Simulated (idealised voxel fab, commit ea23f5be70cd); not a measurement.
voxel wiring stack: a process module
Section shown: cut. Width: 160 nm. Cell size: 5 nm, square.
A cross-section is a grid of square cells, given in bands from the top down. A band is one or more rows of cells.
Top height, bottom height, nm. Materials left to right, width each, nm. Single material + "everywhere" = fills band edge to edge. "blank" = empty.
Heights from 0 (as-received wafer is one material below). Bottom band endless downward, as "z 0 and below".
The two numbers in a width such as "30..40" mark its ends across the band: the first belongs to the top row of cells, the second to the bottom row, and from each row to the next the width moves by the same amount.
Where a step carries "nothing different", the cross-section came out of it unchanged, cell for cell.
If an empty space has no open way to the top and is at least 8 cells in size, "Voids lacking openings" lists it, written width x height at distance, where distance is measured from the left edge and every value is in nm.
Formally, on a step line, whatever follows the settings is a remark that the simulator itself makes on the step.
"overlay nm" on a masked step: distance the mask lay right of its planned place, negative for left.

-- Steps planned for the process
1. op RECEIVE | material Si
2. op CONFORMAL_DEP | material SiO2 | thk nm 10
3. op CONFORMAL_DEP | material SiN | thk nm 5
4. op DIRECTIONAL_DEP | material SiO2 | thk nm 20
5. op DIRECTIONAL_DEP | material aC | thk nm 15
6. op PATTERN | tone open | mask id METAL_1 | material resist | width nm 25 | pitch nm 45 | thk nm 30 | overlay nm 0
7. op DIRECTIONAL_ETCH | etch materials aC | depth nm 15
8. op STRIP | etch materials resist
9. op DIRECTIONAL_ETCH | etch materials SiO2 | depth nm 20
10. op DIRECTIONAL_ETCH | etch materials SiN | depth nm 5
11. op STRIP | etch materials aC
12. op CONFORMAL_DEP | material TiN | thk nm 5
13. op FILL_DEP | material Ru | thk nm 5
14. op CMP | height nm 35
15. op CONFORMAL_DEP | material SiCN | thk nm 5
16. op DIRECTIONAL_DEP | material lowk | thk nm 20
17. op DIRECTIONAL_DEP | material aC | thk nm 10
18. op PATTERN | tone open | mask id PLUG_1 | material resist | width nm 15 | thk nm 30 | overlay nm 0
19. op DIRECTIONAL_ETCH | etch materials aC | depth nm 10
20. op STRIP | etch materials resist
21. op DIRECTIONAL_ETCH | etch materials lowk | depth nm 20
22. op DIRECTIONAL_ETCH | etch materials SiCN | depth nm 5
23. op STRIP | etch materials aC
24. op EPI | material Ru | thk nm 10
25. op EPI | material Ru | thk nm 10
26. op EPI | material Ru | thk nm 5
27. op DIRECTIONAL_DEP | material TiN | thk nm 5
28. op DIRECTIONAL_DEP | material Ru | thk nm 20
29. op MASKED_ETCH | tone cover | mask id METAL_2 | width nm 25 | pitch nm 45 | etch materials Ru | depth nm 20 | overlay nm 0
30. op MASKED_ETCH | tone cover | mask id METAL_2 | width nm 25 | pitch nm 45 | etch materials TiN | depth nm 5 | overlay nm 0
31. op FILL_DEP | material SiO2 | thk nm 10
32. op CMP | height nm 85
33. op CONFORMAL_DEP | material SiCN | thk nm 5
34. op DIRECTIONAL_DEP | material lowk | thk nm 35
35. op DIRECTIONAL_DEP | material aC | thk nm 15
36. op PATTERN | tone open | mask id METAL_3_HOLES | material resist | width nm 15 | thk nm 35 | overlay nm 0
37. op DIRECTIONAL_ETCH | etch materials aC | depth nm 15
38. op STRIP | etch materials resist
39. op DIRECTIONAL_ETCH | etch materials lowk | depth nm 35
40. op STRIP | etch materials aC
41. op PATTERN | tone open | mask id METAL_3 | material resist | width nm 25 | pitch nm 45 | thk nm 20 | overlay nm 0
42. op DIRECTIONAL_ETCH | etch materials lowk | depth nm 20
43. op DIRECTIONAL_ETCH | etch materials SiCN | depth nm 5
44. op STRIP | etch materials resist
45. op CONFORMAL_DEP | material TiN | thk nm 5
46. op FILL_DEP | material Cu | thk nm 10
47. op CMP | height nm 125
48. op CONFORMAL_DEP | material SiCN | thk nm 5

-- Concerning the first of two wafers, which was run in accordance with the plan

-- Delivered wafer in cross-section: state after step 1
- z 0 and below  Si everywhere
- Voids lacking openings: none

-- Step 2 complete: cross-section through the wafer
- z 10 to 0  SiO2 everywhere
- Whatever lies below 0 is exactly as it was before.

-- Step 3 complete: cross-section through the wafer
- z 15 to 10  SiN everywhere
- Whatever lies below 10 is exactly as it was before.

-- Step 4 complete: cross-section through the wafer
- z 35 to 15  SiO2 everywhere
- Whatever lies below 15 is exactly as it was before.

-- Step 5 complete: cross-section through the wafer
- z 50 to 35  aC everywhere
- Whatever lies below 35 is exactly as it was before.

-- Step 6 complete: cross-section through the wafer
- z 80 to 50  45 resist  25 blank  20 resist  25 blank  45 resist
- Whatever lies below 50 is exactly as it was before.

-- Step 7 complete: cross-section through the wafer
- z 65 to 50  45 resist  25 blank  20 resist  25 blank  45 resist
- z 50 to 35  45 aC  25 blank  20 aC  25 blank  45 aC
- Whatever lies below 35 is exactly as it was before.

-- Step 8 complete: cross-section through the wafer
- z 50 to 35  45 aC  25 blank  20 aC  25 blank  45 aC
- Whatever lies below 35 is exactly as it was before.

-- Step 9 complete: cross-section through the wafer
- z 50 to 35  45 aC  25 blank  20 aC  25 blank  45 aC
- z 35 to 15  45 SiO2  25 blank  20 SiO2  25 blank  45 SiO2
- Whatever lies below 15 is exactly as it was before.

-- Step 10 complete: cross-section through the wafer
- z 50 to 35  45 aC  25 blank  20 aC  25 blank  45 aC
- z 35 to 15  45 SiO2  25 blank  20 SiO2  25 blank  45 SiO2
- z 15 to 10  45 SiN  25 blank  20 SiN  25 blank  45 SiN
- Whatever lies below 10 is exactly as it was before.

-- Step 11 complete: cross-section through the wafer
- z 35 to 15  45 SiO2  25 blank  20 SiO2  25 blank  45 SiO2
- Whatever lies below 15 is exactly as it was before.

-- Step 12 complete: cross-section through the wafer
- z 40 to 35  50 TiN  15 blank  30 TiN  15 blank  50 TiN
- z 35 to 15  45 SiO2  5 TiN  15 blank  5 TiN  20 SiO2  5 TiN  15 blank  5 TiN  45 SiO2
- z 15 to 10  45 SiN  25 TiN  20 SiN  25 TiN  45 SiN
- Whatever lies below 10 is exactly as it was before.

-- Step 13 complete: cross-section through the wafer
- z 45 to 40  Ru everywhere
- z 40 to 35  50 TiN  15 Ru  30 TiN  15 Ru  50 TiN
- z 35 to 15  45 SiO2  5 TiN  15 Ru  5 TiN  20 SiO2  5 TiN  15 Ru  5 TiN  45 SiO2
- Whatever lies below 15 is exactly as it was before.

-- Step 14 complete: cross-section through the wafer
- z 35 to 15  45 SiO2  5 TiN  15 Ru  5 TiN  20 SiO2  5 TiN  15 Ru  5 TiN  45 SiO2
- Whatever lies below 15 is exactly as it was before.

-- Step 15 complete: cross-section through the wafer
- z 40 to 35  SiCN everywhere
- Whatever lies below 35 is exactly as it was before.

-- Step 16 complete: cross-section through the wafer
- z 60 to 40  lowk everywhere
- Whatever lies below 40 is exactly as it was before.

-- Step 17 complete: cross-section through the wafer
- z 70 to 60  aC everywhere
- Whatever lies below 60 is exactly as it was before.

-- Step 18 complete: cross-section through the wafer
- z 100 to 70  45 resist  15 blank  100 resist
- Whatever lies below 70 is exactly as it was before.

-- Step 19 complete: cross-section through the wafer
- z 90 to 70  45 resist  15 blank  100 resist
- z 70 to 60  45 aC  15 blank  100 aC
- Whatever lies below 60 is exactly as it was before.

-- Step 20 complete: cross-section through the wafer
- z 70 to 60  45 aC  15 blank  100 aC
- Whatever lies below 60 is exactly as it was before.

-- Step 21 complete: cross-section through the wafer
- z 70 to 60  45 aC  15 blank  100 aC
- z 60 to 40  45 lowk  15 blank  100 lowk
- Whatever lies below 40 is exactly as it was before.

-- Step 22 complete: cross-section through the wafer
- z 70 to 60  45 aC  15 blank  100 aC
- z 60 to 40  45 lowk  15 blank  100 lowk
- z 40 to 35  45 SiCN  15 blank  100 SiCN
- Whatever lies below 35 is exactly as it was before.

-- Step 23 complete: cross-section through the wafer
- z 60 to 40  45 lowk  15 blank  100 lowk
- Whatever lies below 40 is exactly as it was before.

-- Step 24 complete: cross-section through the wafer
- z 60 to 45  45 lowk  15 blank  100 lowk
- z 45 to 40  45 lowk  15 Ru  100 lowk
- z 40 to 35  45 SiCN  15 Ru  100 SiCN
- Whatever lies below 35 is exactly as it was before.

-- Step 25 complete: cross-section through the wafer
- z 60 to 55  45 lowk  15 blank  100 lowk
- z 55 to 40  45 lowk  15 Ru  100 lowk
- Whatever lies below 40 is exactly as it was before.

-- Step 26 complete: cross-section through the wafer
- z 60 to 40  45 lowk  15 Ru  100 lowk
- Whatever lies below 40 is exactly as it was before.

-- Step 27 complete: cross-section through the wafer
- z 65 to 60  TiN everywhere
- Whatever lies below 60 is exactly as it was before.

-- Step 28 complete: cross-section through the wafer
- z 85 to 65  Ru everywhere
- Whatever lies below 65 is exactly as it was before.

-- Step 29 complete: cross-section through the wafer
- z 85 to 65  45 blank  25 Ru  20 blank  25 Ru  45 blank
- Whatever lies below 65 is exactly as it was before.

-- Step 30 complete: cross-section through the wafer
- z 85 to 65  45 blank  25 Ru  20 blank  25 Ru  45 blank
- z 65 to 60  45 blank  25 TiN  20 blank  25 TiN  45 blank
- Whatever lies below 60 is exactly as it was before.

-- Step 31 complete: cross-section through the wafer
- z 95 to 85  SiO2 everywhere
- z 85 to 65  45 SiO2  25 Ru  20 SiO2  25 Ru  45 SiO2
- z 65 to 60  45 SiO2  25 TiN  20 SiO2  25 TiN  45 SiO2
- Whatever lies below 60 is exactly as it was before.

-- Step 32 complete: cross-section through the wafer
- z 85 to 65  45 SiO2  25 Ru  20 SiO2  25 Ru  45 SiO2
- Whatever lies below 65 is exactly as it was before.

-- Step 33 complete: cross-section through the wafer
- z 90 to 85  SiCN everywhere
- Whatever lies below 85 is exactly as it was before.

-- Step 34 complete: cross-section through the wafer
- z 125 to 90  lowk everywhere
- Whatever lies below 90 is exactly as it was before.

-- Step 35 complete: cross-section through the wafer
- z 140 to 125  aC everywhere
- Whatever lies below 125 is exactly as it was before.

-- Step 36 complete: cross-section through the wafer
- z 175 to 140  45 resist  15 blank  100 resist
- Whatever lies below 140 is exactly as it was before.

-- Step 37 complete: cross-section through the wafer
- z 160 to 140  45 resist  15 blank  100 resist
- z 140 to 125  45 aC  15 blank  100 aC
- Whatever lies below 125 is exactly as it was before.

-- Step 38 complete: cross-section through the wafer
- z 140 to 125  45 aC  15 blank  100 aC
- Whatever lies below 125 is exactly as it was before.

-- Step 39 complete: cross-section through the wafer
- z 140 to 125  45 aC  15 blank  100 aC
- z 125 to 90  45 lowk  15 blank  100 lowk
- Whatever lies below 90 is exactly as it was before.

-- Step 40 complete: cross-section through the wafer
- z 125 to 90  45 lowk  15 blank  100 lowk
- Whatever lies below 90 is exactly as it was before.

-- Step 41 complete: cross-section through the wafer
- z 145 to 125  45 resist  25 blank  20 resist  25 blank  45 resist
- Whatever lies below 125 is exactly as it was before.

-- Step 42 complete: cross-section through the wafer
- z 145 to 125  45 resist  25 blank  20 resist  25 blank  45 resist
- z 125 to 105  45 lowk  25 blank  20 lowk  25 blank  45 lowk
- Whatever lies below 105 is exactly as it was before.

-- Step 43 complete: cross-section through the wafer
- z 145 to 125  45 resist  25 blank  20 resist  25 blank  45 resist
- z 125 to 105  45 lowk  25 blank  20 lowk  25 blank  45 lowk
- z 105 to 90  45 lowk  15 blank  100 lowk
- z 90 to 85  45 SiCN  15 blank  100 SiCN
- Whatever lies below 85 is exactly as it was before.

-- Step 44 complete: cross-section through the wafer
- z 125 to 105  45 lowk  25 blank  20 lowk  25 blank  45 lowk
- Whatever lies below 105 is exactly as it was before.

-- Step 45 complete: cross-section through the wafer
- z 130 to 125  50 TiN  15 blank  30 TiN  15 blank  50 TiN
- z 125 to 110  45 lowk  5 TiN  15 blank  5 TiN  20 lowk  5 TiN  15 blank  5 TiN  45 lowk
- z 110 to 105  45 lowk  5 TiN  5 blank  15 TiN  20 lowk  25 TiN  45 lowk
- z 105 to 90  45 lowk  5 TiN  5 blank  5 TiN  100 lowk
- z 90 to 85  45 SiCN  15 TiN  100 SiCN
- Whatever lies below 85 is exactly as it was before.

-- Step 46 complete: cross-section through the wafer
- z 140 to 130  Cu everywhere
- z 130 to 125  50 TiN  15 Cu  30 TiN  15 Cu  50 TiN
- z 125 to 110  45 lowk  5 TiN  15 Cu  5 TiN  20 lowk  5 TiN  15 Cu  5 TiN  45 lowk
- z 110 to 105  45 lowk  5 TiN  5 Cu  15 TiN  20 lowk  25 TiN  45 lowk
- z 105 to 90  45 lowk  5 TiN  5 Cu  5 TiN  100 lowk
- Whatever lies below 90 is exactly as it was before.

-- Step 47 complete: cross-section through the wafer
- z 125 to 110  45 lowk  5 TiN  15 Cu  5 TiN  20 lowk  5 TiN  15 Cu  5 TiN  45 lowk
- Whatever lies below 110 is exactly as it was before.

-- Step 48 complete: cross-section through the wafer
- z 130 to 125  SiCN everywhere
- Whatever lies below 125 is exactly as it was before.

-- Second wafer, same starting conditions and recipe as the first, one mistake in executing it, nothing differs from the first up to and including step 28

-- Second wafer profile in section, at the moment step 29 of the plan was meant to be complete
- z 85 to 65  35 blank  25 Ru  20 blank  25 Ru  55 blank
- Whatever lies below 65 is exactly as it was before.

-- Second wafer profile in section, at the moment step 30 of the plan was meant to be complete
- z 85 to 65  35 blank  25 Ru  20 blank  25 Ru  55 blank
- z 65 to 60  35 blank  35 TiN  10 blank  35 TiN  45 blank
- Whatever lies below 60 is exactly as it was before.

-- Second wafer profile in section, at the moment step 31 of the plan was meant to be complete
- z 95 to 85  SiO2 everywhere
- z 85 to 65  35 SiO2  25 Ru  20 SiO2  25 Ru  55 SiO2
- z 65 to 60  35 SiO2  35 TiN  10 SiO2  35 TiN  45 SiO2
- Whatever lies below 60 is exactly as it was before.

-- Second wafer profile in section, at the moment step 32 of the plan was meant to be complete
- z 85 to 65  35 SiO2  25 Ru  20 SiO2  25 Ru  55 SiO2
- Whatever lies below 65 is exactly as it was before.

-- Second wafer profile in section, at the moment step 33 of the plan was meant to be complete
- z 90 to 85  SiCN everywhere
- Whatever lies below 85 is exactly as it was before.

-- Second wafer profile in section, at the moment step 34 of the plan was meant to be complete
- z 125 to 90  lowk everywhere
- Whatever lies below 90 is exactly as it was before.

-- Second wafer profile in section, at the moment step 35 of the plan was meant to be complete
- z 140 to 125  aC everywhere
- Whatever lies below 125 is exactly as it was before.

-- Second wafer profile in section, at the moment step 36 of the plan was meant to be complete
- z 175 to 140  45 resist  15 blank  100 resist
- Whatever lies below 140 is exactly as it was before.

-- Second wafer profile in section, at the moment step 37 of the plan was meant to be complete
- z 160 to 140  45 resist  15 blank  100 resist
- z 140 to 125  45 aC  15 blank  100 aC
- Whatever lies below 125 is exactly as it was before.

-- Second wafer profile in section, at the moment step 38 of the plan was meant to be complete
- z 140 to 125  45 aC  15 blank  100 aC
- Whatever lies below 125 is exactly as it was before.

-- Second wafer profile in section, at the moment step 39 of the plan was meant to be complete
- z 140 to 125  45 aC  15 blank  100 aC
- z 125 to 90  45 lowk  15 blank  100 lowk
- Whatever lies below 90 is exactly as it was before.

-- Second wafer profile in section, at the moment step 40 of the plan was meant to be complete
- z 125 to 90  45 lowk  15 blank  100 lowk
- Whatever lies below 90 is exactly as it was before.

-- Second wafer profile in section, at the moment step 41 of the plan was meant to be complete
- z 145 to 125  45 resist  25 blank  20 resist  25 blank  45 resist
- Whatever lies below 125 is exactly as it was before.

-- Second wafer profile in section, at the moment step 42 of the plan was meant to be complete
- z 145 to 125  45 resist  25 blank  20 resist  25 blank  45 resist
- z 125 to 105  45 lowk  25 blank  20 lowk  25 blank  45 lowk
- Whatever lies below 105 is exactly as it was before.

-- Second wafer profile in section, at the moment step 43 of the plan was meant to be complete
- z 145 to 125  45 resist  25 blank  20 resist  25 blank  45 resist
- z 125 to 105  45 lowk  25 blank  20 lowk  25 blank  45 lowk
- z 105 to 90  45 lowk  15 blank  100 lowk
- z 90 to 85  45 SiCN  15 blank  100 SiCN
- Whatever lies below 85 is exactly as it was before.

-- Second wafer profile in section, at the moment step 44 of the plan was meant to be complete
- z 125 to 105  45 lowk  25 blank  20 lowk  25 blank  45 lowk
- Whatever lies below 105 is exactly as it was before.

-- Second wafer profile in section, at the moment step 45 of the plan was meant to be complete
- z 130 to 125  50 TiN  15 blank  30 TiN  15 blank  50 TiN
- z 125 to 110  45 lowk  5 TiN  15 blank  5 TiN  20 lowk  5 TiN  15 blank  5 TiN  45 lowk
- z 110 to 105  45 lowk  5 TiN  5 blank  15 TiN  20 lowk  25 TiN  45 lowk
- z 105 to 90  45 lowk  5 TiN  5 blank  5 TiN  100 lowk
- z 90 to 85  45 SiCN  15 TiN  100 SiCN
- Whatever lies below 85 is exactly as it was before.

-- Second wafer profile in section, at the moment step 46 of the plan was meant to be complete
- z 140 to 130  Cu everywhere
- z 130 to 125  50 TiN  15 Cu  30 TiN  15 Cu  50 TiN
- z 125 to 110  45 lowk  5 TiN  15 Cu  5 TiN  20 lowk  5 TiN  15 Cu  5 TiN  45 lowk
- z 110 to 105  45 lowk  5 TiN  5 Cu  15 TiN  20 lowk  25 TiN  45 lowk
- z 105 to 90  45 lowk  5 TiN  5 Cu  5 TiN  100 lowk
- Whatever lies below 90 is exactly as it was before.

-- Second wafer profile in section, at the moment step 47 of the plan was meant to be complete
- z 125 to 110  45 lowk  5 TiN  15 Cu  5 TiN  20 lowk  5 TiN  15 Cu  5 TiN  45 lowk
- Whatever lies below 110 is exactly as it was before.

-- Second wafer profile in section, at the moment step 48 of the plan was meant to be complete
- z 130 to 125  SiCN everywhere
- Whatever lies below 125 is exactly as it was before.
In executing the process, a mistake was made relative to the plan: step 29 did not use the planned setting and instead ran as op MASKED_ETCH | tone cover | mask id METAL_2 | width nm 25 | pitch nm 45 | etch materials Ru | depth nm 20 | overlay nm -10
End of process, cell counts, second wafer against first, materials with more or fewer: 4 fewer of SiO2, 4 more of TiN
